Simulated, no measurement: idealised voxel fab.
Process module, titled voxel capacitor over wiring
Displayed cross-section: cut, width of 225 nm, square cells sized 5 nm.
In what follows, cross-sections appear as grids of square cells, described through bands that run from the top down, where every band is one or more rows of cells. The entry gives the band's vertical extent as a top height and a bottom height in nm, then its horizontal make-up as materials from left to right, each with a width in nm. "empty" stands for empty space; a single material marked "throughout" fills the band edge to edge. Beneath 0, the wafer as received is one material, and that level is where height counting begins. The lowest band goes on downward without a bottom; it is written like "0 down". Quick explanation for "30->40": the width changes in equal steps down the rows of cells, from the first number in the band's top row to the second number in its bottom row. For the purposes of this document, the phrase "nothing altered" attached to a step denotes that no cell within the cross-section was modified by that step. The entry titled "Sealed cavities" provides the empty spaces that have no open way to the top, restricted to those of 8 cells or more. Each is presented as width x height at distance, the distance being measured from the left edge, with all three in nm. Whatever follows a step's settings on its line is a remark the simulator itself makes about that step. overlay nm: step with mask; distance mask lay right of planned place; negative value = left of planned place.

# This section lists the process steps that were planned
1) RECEIVE with material Si
2) CONFORMAL_DEP with material SiO2, thk nm 10
3) CONFORMAL_DEP with material SiN, thk nm 5
4) DIRECTIONAL_DEP with material SiO2, thk nm 20
5) DIRECTIONAL_DEP with material aC, thk nm 15
6) PATTERN with tone open, mask id METAL_1, material resist, width nm 25, pitch nm 85, thk nm 35, overlay nm 0
7) DIRECTIONAL_ETCH with etch materials aC, depth nm 15
8) STRIP with etch materials resist
9) DIRECTIONAL_ETCH with etch materials SiO2, depth nm 20
10) DIRECTIONAL_ETCH with etch materials SiN, depth nm 5
11) STRIP with etch materials aC
12) CONFORMAL_DEP with material TiN, thk nm 5
13) FILL_DEP with material Cu, thk nm 10
14) CMP with height nm 35
15) CONFORMAL_DEP with material SiCN, thk nm 5
16) DIRECTIONAL_DEP with material lowk, thk nm 20
17) MASKED_ETCH with tone open, mask id PLUG_1, width nm 15, etch materials lowk, depth nm 20, overlay nm 0
18) MASKED_ETCH with tone open, mask id PLUG_1, width nm 15, etch materials SiCN, depth nm 5, overlay nm 0
19) CONFORMAL_DEP with material TiN, thk nm 5
20) FILL_DEP with material W, thk nm 5
21) CMP with height nm 60
22) DIRECTIONAL_DEP with material TiN, thk nm 10
23) DIRECTIONAL_DEP with material SiN, thk nm 5
24) DIRECTIONAL_DEP with material TiN, thk nm 10
25) PATTERN with tone cover, mask id UPPER_PLATE, material resist, width nm 65, thk nm 20, overlay nm 0
26) DIRECTIONAL_ETCH with etch materials TiN, depth nm 10
27) DIRECTIONAL_ETCH with etch materials SiN, depth nm 5
28) STRIP with etch materials resist
29) MASKED_ETCH with tone cover, mask id LOWER_PLATE, width nm 75, etch materials TiN, depth nm 10, overlay nm 0
30) FILL_DEP with material SiO2, thk nm 15
31) CMP with height nm 95
32) DIRECTIONAL_DEP with material aC, thk nm 10
33) PATTERN with tone open, mask id PLUG_2, material resist, width nm 15, thk nm 25, overlay nm 0
34) DIRECTIONAL_ETCH with etch materials aC, depth nm 10
35) STRIP with etch materials resist
36) DIRECTIONAL_ETCH with etch materials SiO2, depth nm 10
37) STRIP with etch materials aC
38) CONFORMAL_DEP with material TiN, thk nm 5
39) FILL_DEP with material Cu, thk nm 10
40) CMP with height nm 95
41) CONFORMAL_DEP with material SiCN, thk nm 5

# As-received state of the wafer in cross-section, equivalent to post-step 1
0 down = Si throughout
Sealed cavities: none

# The module was run from the start shown above using the plan shown above, but one mistake was made doing it; the resulting wafer cross-section is below
100 to 95 = SiCN throughout
95 to 90 = 75 nm SiO2 | 5 nm TiN | 5 nm Cu | 5 nm TiN | 135 nm SiO2
90 to 85 = 75 nm SiO2 | 15 nm TiN | 135 nm SiO2
85 to 75 = 65 nm SiO2 | 65 nm TiN | 95 nm SiO2
75 to 70 = 65 nm SiO2 | 65 nm SiN | 95 nm SiO2
70 to 60 = 60 nm SiO2 | 75 nm TiN | 90 nm SiO2
60 to 40 = 65 nm lowk | 5 nm TiN | 5 nm W | 5 nm TiN | 145 nm lowk
40 to 35 = 65 nm SiCN | 15 nm TiN | 145 nm SiCN
35 to 30 = 60 nm TiN | 15 nm Cu | 70 nm TiN | 15 nm Cu | 65 nm TiN
30 to 15 = 55 nm SiO2 | 5 nm TiN | 15 nm Cu | 5 nm TiN | 60 nm SiO2 | 5 nm TiN | 15 nm Cu | 5 nm TiN | 60 nm SiO2
15 to 10 = 55 nm SiO2 | 25 nm TiN | 60 nm SiO2 | 25 nm TiN | 60 nm SiO2
10 to 0 = SiO2 throughout
0 down = Si throughout
Sealed cavities: none
Here's what went sideways: step 3 of the plan did not run at all; it was left out
